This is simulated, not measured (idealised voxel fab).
The following is a process module called voxel wiring stack.
Cross-section cut: width 240 nm, square cells of 5 nm.
In what follows, cross-sections appear as grids of square cells, described through bands that run from the top down, where every band is one or more rows of cells.
Within each band entry, the heights of the top and of the bottom of the band appear first, in that order and in nm; the materials of the band then follow from left to right, each with its corresponding width in nm. The designation "everywhere" on a single material indicates that it fills the band from edge to edge; the designation "blank" indicates empty space.
Ref level 0: as-received wafer is one material below here. Bottom band extends down with no lower bound ("top 0, no bottom").
With a width like "30 to 40", each row of cells in the band differs from the next by the same amount, the top row carrying the first number and the bottom row the second.
When a step is marked "changes: none", none of the cells in the cross-section changed during that step.
So "Completely sealed voids" is basically the list of trapped voids: any empty space of 8 cells or more that can't reach the top through an opening. They're written width x height at distance, the distance being from the left edge, and it's all nm.
Where a step's line continues beyond its settings, the continuation is a remark by the simulator itself on that step.
overlay nm: on a step with a mask, how far right of its planned place the mask lay; negative means left.

# Here's what the planned process steps look like
1,RECEIVE (material Si)
2,CONFORMAL_DEP (material SiO2; thk nm 10)
3,DIRECTIONAL_DEP (material TiN; thk nm 5)
4,DIRECTIONAL_DEP (material W; thk nm 25)
5,DIRECTIONAL_DEP (material aC; thk nm 15)
6,PATTERN (tone cover; mask id METAL_1; material resist; width nm 25; pitch nm 40; thk nm 30; overlay nm 0)
7,DIRECTIONAL_ETCH (etch materials aC; depth nm 15)
8,STRIP (etch materials resist)
9,DIRECTIONAL_ETCH (etch materials W; depth nm 25)
10,DIRECTIONAL_ETCH (etch materials TiN; depth nm 5)
11,STRIP (etch materials aC)
12,CONFORMAL_DEP (material SiCN; thk nm 5)
13,FILL_DEP (material lowk; thk nm 5)
14,CMP (height nm 40)
15,CONFORMAL_DEP (material SiCN; thk nm 5)
16,DIRECTIONAL_DEP (material SiO2; thk nm 20)
17,MASKED_ETCH (tone open; mask id PLUG_1; width nm 15; pitch nm 80; etch materials SiO2; depth nm 20; overlay nm 0)
18,MASKED_ETCH (tone open; mask id PLUG_1; width nm 15; pitch nm 80; etch materials SiCN; depth nm 5; overlay nm 0)
19,EPI (material Ru; thk nm 10)
20,EPI (material Ru; thk nm 10)
21,EPI (material Ru; thk nm 5)
22,CONFORMAL_DEP (material SiN; thk nm 5)
23,DIRECTIONAL_DEP (material lowk; thk nm 20)
24,DIRECTIONAL_DEP (material aC; thk nm 15)
25,PATTERN (tone open; mask id METAL_2; material resist; width nm 25; pitch nm 40; thk nm 35; overlay nm 0)
26,DIRECTIONAL_ETCH (etch materials aC; depth nm 15)
27,STRIP (etch materials resist)
28,DIRECTIONAL_ETCH (etch materials lowk; depth nm 20)
29,DIRECTIONAL_ETCH (etch materials SiN; depth nm 5)
30,STRIP (etch materials aC)
31,CONFORMAL_DEP (material TiN; thk nm 5)
32,FILL_DEP (material Cu; thk nm 10)
33,CMP (height nm 90)
34,EPI (material Ru; thk nm 5)
35,FILL_DEP (material SiCN; thk nm 5)

# Wafer cross-section on receipt, i.e. after step 1
  top 0, no bottom  Si everywhere
  Completely sealed voids: none

# Same starting wafer, same plan as above, one mistake in the execution; this is the cross-section at the end of the module
  top 100, bottom 95  SiCN everywhere
  top 95, bottom 90  SiCN (40), Ru (35), SiCN (5), Ru (35), SiCN (5), Ru (35), SiCN (5), Ru (35), SiCN (45)
  top 90, bottom 70  lowk (45), TiN (5), Cu (15), TiN (5), lowk (15), TiN (5), Cu (15), TiN (5), lowk (15), TiN (5), Cu (15), TiN (5), lowk (15), TiN (5), Cu (15), TiN (5), lowk (50)
  top 70, bottom 65  SiN (45), TiN (25), SiN (15), TiN (25), SiN (15), TiN (25), SiN (15), TiN (25), SiN (50)
  top 65, bottom 45  SiO2 (45), SiN (5), TiN (5), SiN (5), SiO2 (65), SiN (5), TiN (5), SiN (5), SiO2 (100)
  top 45, bottom 40  SiCN (45), SiN (5), TiN (5), SiN (5), SiCN (65), SiN (5), TiN (5), SiN (5), SiCN (100)
  top 40, bottom 15  W (45), SiCN (5), lowk (15), SiCN (5), W (15), SiCN (5), lowk (15), SiCN (5), W (15), SiCN (5), lowk (15), SiCN (5), W (15), SiCN (5), lowk (15), SiCN (5), W (50)
  top 15, bottom 10  TiN (45), SiCN (25), TiN (15), SiCN (25), TiN (15), SiCN (25), TiN (15), SiCN (25), TiN (50)
  top 10, bottom 0  SiO2 everywhere
  top 0, no bottom  Si everywhere
  Completely sealed voids: none
Finding, execution versus plan: so step 6 ended up running with a different setting than we planned, it ran as PATTERN (tone open; mask id METAL_1; material resist; width nm 25; pitch nm 40; thk nm 30; overlay nm 0)
